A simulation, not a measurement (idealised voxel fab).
Process module under the name voxel self aligned vias
The cross-section on display is named cut; it measures 155 nm wide, and its cells are 5 nm squares.
If you're reading a cross-section in this doc, picture square cells in a grid; it comes to you as bands, top ones listed first down to the bottom, and a band can be one or more rows of cells.
Within each band entry, the heights of the top and of the bottom of the band appear first, in that order and in nm; the materials of the band then follow from left to right, each with its corresponding width in nm. The designation "everywhere" on a single material indicates that it fills the band from edge to edge; the designation "empty" indicates empty space.
Heads up on the height convention: 0 is the point under which the incoming wafer is all one material, and the lowest band has no bottom, it just keeps going down, like "0 nm and below".
Width spec "30 to 40" -> top row of cells at first value, bottom row at second value, equal per-row change in between.
Where a step carries "remained the same", the cross-section came out of it unchanged, cell for cell.
"Completely enclosed voids" contains a list of empty spaces, each no smaller than 8 cells and without an open way to the top, written in the form width x height at distance with the distance from the left edge and all three in nm.
What comes after the settings on a step's line is commentary from the simulator itself on that step.
Each step line may optionally specify "overlay nm", which for a step with a mask gives the rightward distance between the mask's planned place and where it lay, a negative value indicating the leftward direction.

PLAN
step 1: RECEIVE: material Si
step 2: CONFORMAL_DEP: material SiO2, thk nm 15
step 3: CONFORMAL_DEP: material SiCN, thk nm 5
step 4: DIRECTIONAL_DEP: material lowk, thk nm 30
step 5: DIRECTIONAL_DEP: material aC, thk nm 15
step 6: PATTERN: tone open, mask id LINES, material resist, width nm 25, pitch nm 75, thk nm 35, overlay nm 0
step 7: DIRECTIONAL_ETCH: etch materials aC, depth nm 15
step 8: STRIP: etch materials resist
step 9: DIRECTIONAL_ETCH: etch materials lowk, depth nm 30
step 10: STRIP: etch materials aC
step 11: CONFORMAL_DEP: material TiN, thk nm 5
step 12: FILL_DEP: material Ru, thk nm 5
step 13: CMP: height nm 50
step 14: SELECTIVE_ETCH: etch materials W Ru TiN, depth nm 5
step 15: FILL_DEP: material SiN, thk nm 10
step 16: CMP: height nm 50
step 17: DIRECTIONAL_DEP: material lowk, thk nm 20
step 18: DIRECTIONAL_DEP: material aC, thk nm 10
step 19: PATTERN: tone open, mask id VIAS, material resist, width nm 45, pitch nm 75, thk nm 30, overlay nm 0
step 20: DIRECTIONAL_ETCH: etch materials aC, depth nm 10
step 21: STRIP: etch materials resist
step 22: DIRECTIONAL_ETCH: etch materials lowk, depth nm 20
step 23: DIRECTIONAL_ETCH: etch materials SiN, depth nm 5
step 24: STRIP: etch materials aC
step 25: CONFORMAL_DEP: material TiN, thk nm 5
step 26: FILL_DEP: material Ru, thk nm 10
step 27: CMP: height nm 70
step 28: CONFORMAL_DEP: material SiCN, thk nm 5

WAFER, FIRST OF TWO, RUN AS PLANNED

CROSS-SECTION OF THE INCOMING WAFER, STATE AFTER STEP 1
> 0 nm and below | Si everywhere
> Completely enclosed voids: none

THE WAFER, SEEN IN CROSS-SECTION, AFTER STEP 2
> 15 nm to 0 nm | SiO2 everywhere
> Whatever lies below 0 is exactly as it was before.

THE WAFER, SEEN IN CROSS-SECTION, AFTER STEP 3
> 20 nm to 15 nm | SiCN everywhere
> Whatever lies below 15 is exactly as it was before.

THE WAFER, SEEN IN CROSS-SECTION, AFTER STEP 4
> 50 nm to 20 nm | lowk everywhere
> Whatever lies below 20 is exactly as it was before.

THE WAFER, SEEN IN CROSS-SECTION, AFTER STEP 5
> 65 nm to 50 nm | aC everywhere
> Whatever lies below 50 is exactly as it was before.

THE WAFER, SEEN IN CROSS-SECTION, AFTER STEP 6
> 100 nm to 65 nm | resist 25, then empty 25, then resist 50, then empty 25, then resist 30
> Whatever lies below 65 is exactly as it was before.

THE WAFER, SEEN IN CROSS-SECTION, AFTER STEP 7
> 85 nm to 65 nm | resist 25, then empty 25, then resist 50, then empty 25, then resist 30
> 65 nm to 50 nm | aC 25, then empty 25, then aC 50, then empty 25, then aC 30
> Whatever lies below 50 is exactly as it was before.

THE WAFER, SEEN IN CROSS-SECTION, AFTER STEP 8
> 65 nm to 50 nm | aC 25, then empty 25, then aC 50, then empty 25, then aC 30
> Whatever lies below 50 is exactly as it was before.

THE WAFER, SEEN IN CROSS-SECTION, AFTER STEP 9
> 65 nm to 50 nm | aC 25, then empty 25, then aC 50, then empty 25, then aC 30
> 50 nm to 20 nm | lowk 25, then empty 25, then lowk 50, then empty 25, then lowk 30
> Whatever lies below 20 is exactly as it was before.

THE WAFER, SEEN IN CROSS-SECTION, AFTER STEP 10
> 50 nm to 20 nm | lowk 25, then empty 25, then lowk 50, then empty 25, then lowk 30
> Whatever lies below 20 is exactly as it was before.

THE WAFER, SEEN IN CROSS-SECTION, AFTER STEP 11
> 55 nm to 50 nm | TiN 30, then empty 15, then TiN 60, then empty 15, then TiN 35
> 50 nm to 25 nm | lowk 25, then TiN 5, then empty 15, then TiN 5, then lowk 50, then TiN 5, then empty 15, then TiN 5, then lowk 30
> 25 nm to 20 nm | lowk 25, then TiN 25, then lowk 50, then TiN 25, then lowk 30
> Whatever lies below 20 is exactly as it was before.

THE WAFER, SEEN IN CROSS-SECTION, AFTER STEP 12
> 60 nm to 55 nm | Ru everywhere
> 55 nm to 50 nm | TiN 30, then Ru 15, then TiN 60, then Ru 15, then TiN 35
> 50 nm to 25 nm | lowk 25, then TiN 5, then Ru 15, then TiN 5, then lowk 50, then TiN 5, then Ru 15, then TiN 5, then lowk 30
> Whatever lies below 25 is exactly as it was before.

THE WAFER, SEEN IN CROSS-SECTION, AFTER STEP 13
> 50 nm to 25 nm | lowk 25, then TiN 5, then Ru 15, then TiN 5, then lowk 50, then TiN 5, then Ru 15, then TiN 5, then lowk 30
> Whatever lies below 25 is exactly as it was before.

THE WAFER, SEEN IN CROSS-SECTION, AFTER STEP 14
> 50 nm to 45 nm | lowk 25, then empty 25, then lowk 50, then empty 25, then lowk 30
> Whatever lies below 45 is exactly as it was before.

THE WAFER, SEEN IN CROSS-SECTION, AFTER STEP 15
> 60 nm to 50 nm | SiN everywhere
> 50 nm to 45 nm | lowk 25, then SiN 25, then lowk 50, then SiN 25, then lowk 30
> Whatever lies below 45 is exactly as it was before.

THE WAFER, SEEN IN CROSS-SECTION, AFTER STEP 16
> 50 nm to 45 nm | lowk 25, then SiN 25, then lowk 50, then SiN 25, then lowk 30
> Whatever lies below 45 is exactly as it was before.

THE WAFER, SEEN IN CROSS-SECTION, AFTER STEP 17
> 70 nm to 50 nm | lowk everywhere
> Whatever lies below 50 is exactly as it was before.

THE WAFER, SEEN IN CROSS-SECTION, AFTER STEP 18
> 80 nm to 70 nm | aC everywhere
> Whatever lies below 70 is exactly as it was before.

THE WAFER, SEEN IN CROSS-SECTION, AFTER STEP 19
> 110 nm to 80 nm | resist 15, then empty 45, then resist 30, then empty 45, then resist 20
> Whatever lies below 80 is exactly as it was before.

THE WAFER, SEEN IN CROSS-SECTION, AFTER STEP 20
> 100 nm to 80 nm | resist 15, then empty 45, then resist 30, then empty 45, then resist 20
> 80 nm to 70 nm | aC 15, then empty 45, then aC 30, then empty 45, then aC 20
> Whatever lies below 70 is exactly as it was before.

THE WAFER, SEEN IN CROSS-SECTION, AFTER STEP 21
> 80 nm to 70 nm | aC 15, then empty 45, then aC 30, then empty 45, then aC 20
> Whatever lies below 70 is exactly as it was before.

THE WAFER, SEEN IN CROSS-SECTION, AFTER STEP 22
> 80 nm to 70 nm | aC 15, then empty 45, then aC 30, then empty 45, then aC 20
> 70 nm to 50 nm | lowk 15, then empty 45, then lowk 30, then empty 45, then lowk 20
> Whatever lies below 50 is exactly as it was before.

THE WAFER, SEEN IN CROSS-SECTION, AFTER STEP 23
> 80 nm to 70 nm | aC 15, then empty 45, then aC 30, then empty 45, then aC 20
> 70 nm to 50 nm | lowk 15, then empty 45, then lowk 30, then empty 45, then lowk 20
> 50 nm to 45 nm | lowk 25, then empty 25, then lowk 50, then empty 25, then lowk 30
> Whatever lies below 45 is exactly as it was before.

THE WAFER, SEEN IN CROSS-SECTION, AFTER STEP 24
> 70 nm to 50 nm | lowk 15, then empty 45, then lowk 30, then empty 45, then lowk 20
> Whatever lies below 50 is exactly as it was before.

THE WAFER, SEEN IN CROSS-SECTION, AFTER STEP 25
> 75 nm to 70 nm | TiN 20, then empty 35, then TiN 40, then empty 35, then TiN 25
> 70 nm to 55 nm | lowk 15, then TiN 5, then empty 35, then TiN 5, then lowk 30, then TiN 5, then empty 35, then TiN 5, then lowk 20
> 55 nm to 50 nm | lowk 15, then TiN 15, then empty 15, then TiN 15, then lowk 30, then TiN 15, then empty 15, then TiN 15, then lowk 20
> 50 nm to 45 nm | lowk 25, then TiN 25, then lowk 50, then TiN 25, then lowk 30
> Whatever lies below 45 is exactly as it was before.

THE WAFER, SEEN IN CROSS-SECTION, AFTER STEP 26
> 85 nm to 75 nm | Ru everywhere
> 75 nm to 70 nm | TiN 20, then Ru 35, then TiN 40, then Ru 35, then TiN 25
> 70 nm to 55 nm | lowk 15, then TiN 5, then Ru 35, then TiN 5, then lowk 30, then TiN 5, then Ru 35, then TiN 5, then lowk 20
> 55 nm to 50 nm | lowk 15, then TiN 15, then Ru 15, then TiN 15, then lowk 30, then TiN 15, then Ru 15, then TiN 15, then lowk 20
> Whatever lies below 50 is exactly as it was before.

THE WAFER, SEEN IN CROSS-SECTION, AFTER STEP 27
> 70 nm to 55 nm | lowk 15, then TiN 5, then Ru 35, then TiN 5, then lowk 30, then TiN 5, then Ru 35, then TiN 5, then lowk 20
> Whatever lies below 55 is exactly as it was before.

THE WAFER, SEEN IN CROSS-SECTION, AFTER STEP 28
> 75 nm to 70 nm | SiCN everywhere
> Whatever lies below 70 is exactly as it was before.

WAFER TWO. SAME START, SAME PLAN, ONE SLIP IN EXECUTION. SAME AS WAFER ONE THROUGH STEP 21, INCLUSIVE

HERE IS THE SECOND WAFER IN CROSS-SECTION AT THE POINT WHERE STEP 22 OF THE PLAN SHOULD HAVE BEEN DONE
> 80 nm to 70 nm | aC 15, then empty 45, then aC 30, then empty 45, then aC 20
> 70 nm to 50 nm | lowk 15, then empty 45, then lowk 30, then empty 45, then lowk 20
> 50 nm to 45 nm | lowk 15, then empty 10, then SiN 25, then empty 10, then lowk 30, then empty 10, then SiN 25, then empty 10, then lowk 20
> 45 nm to 40 nm | lowk 15, then empty 10, then TiN 5, then Ru 15, then TiN 5, then empty 10, then lowk 30, then empty 10, then TiN 5, then Ru 15, then TiN 5, then empty 10, then lowk 20
> Whatever lies below 40 is exactly as it was before.

HERE IS THE SECOND WAFER IN CROSS-SECTION AT THE POINT WHERE STEP 23 OF THE PLAN SHOULD HAVE BEEN DONE
> 80 nm to 70 nm | aC 15, then empty 45, then aC 30, then empty 45, then aC 20
> 70 nm to 45 nm | lowk 15, then empty 45, then lowk 30, then empty 45, then lowk 20
> Whatever lies below 45 is exactly as it was before.

HERE IS THE SECOND WAFER IN CROSS-SECTION AT THE POINT WHERE STEP 24 OF THE PLAN SHOULD HAVE BEEN DONE
> 70 nm to 45 nm | lowk 15, then empty 45, then lowk 30, then empty 45, then lowk 20
> Whatever lies below 45 is exactly as it was before.

HERE IS THE SECOND WAFER IN CROSS-SECTION AT THE POINT WHERE STEP 25 OF THE PLAN SHOULD HAVE BEEN DONE
> 75 nm to 70 nm | TiN 20, then empty 35, then TiN 40, then empty 35, then TiN 25
> 70 nm to 50 nm | lowk 15, then TiN 5, then empty 35, then TiN 5, then lowk 30, then TiN 5, then empty 35, then TiN 5, then lowk 20
> 50 nm to 45 nm | lowk 15, then TiN 45, then lowk 30, then TiN 45, then lowk 20
> 45 nm to 40 nm | lowk 15, then TiN 15, then Ru 15, then TiN 15, then lowk 30, then TiN 15, then Ru 15, then TiN 15, then lowk 20
> Whatever lies below 40 is exactly as it was before.

HERE IS THE SECOND WAFER IN CROSS-SECTION AT THE POINT WHERE STEP 26 OF THE PLAN SHOULD HAVE BEEN DONE
> 85 nm to 75 nm | Ru everywhere
> 75 nm to 70 nm | TiN 20, then Ru 35, then TiN 40, then Ru 35, then TiN 25
> 70 nm to 50 nm | lowk 15, then TiN 5, then Ru 35, then TiN 5, then lowk 30, then TiN 5, then Ru 35, then TiN 5, then lowk 20
> Whatever lies below 50 is exactly as it was before.

HERE IS THE SECOND WAFER IN CROSS-SECTION AT THE POINT WHERE STEP 27 OF THE PLAN SHOULD HAVE BEEN DONE
> 70 nm to 50 nm | lowk 15, then TiN 5, then Ru 35, then TiN 5, then lowk 30, then TiN 5, then Ru 35, then TiN 5, then lowk 20
> Whatever lies below 50 is exactly as it was before.

HERE IS THE SECOND WAFER IN CROSS-SECTION AT THE POINT WHERE STEP 28 OF THE PLAN SHOULD HAVE BEEN DONE
> 75 nm to 70 nm | SiCN everywhere
> Whatever lies below 70 is exactly as it was before.
Diagnosis: it should be noted that step 22 was executed with settings other than those planned, the operation and settings actually applied being DIRECTIONAL_ETCH: etch materials lowk, depth nm 30
End check, counted in cells, second wafer has more or fewer of these materials than the first: Ru: 8 more; TiN: 8 more; lowk: 16 fewer
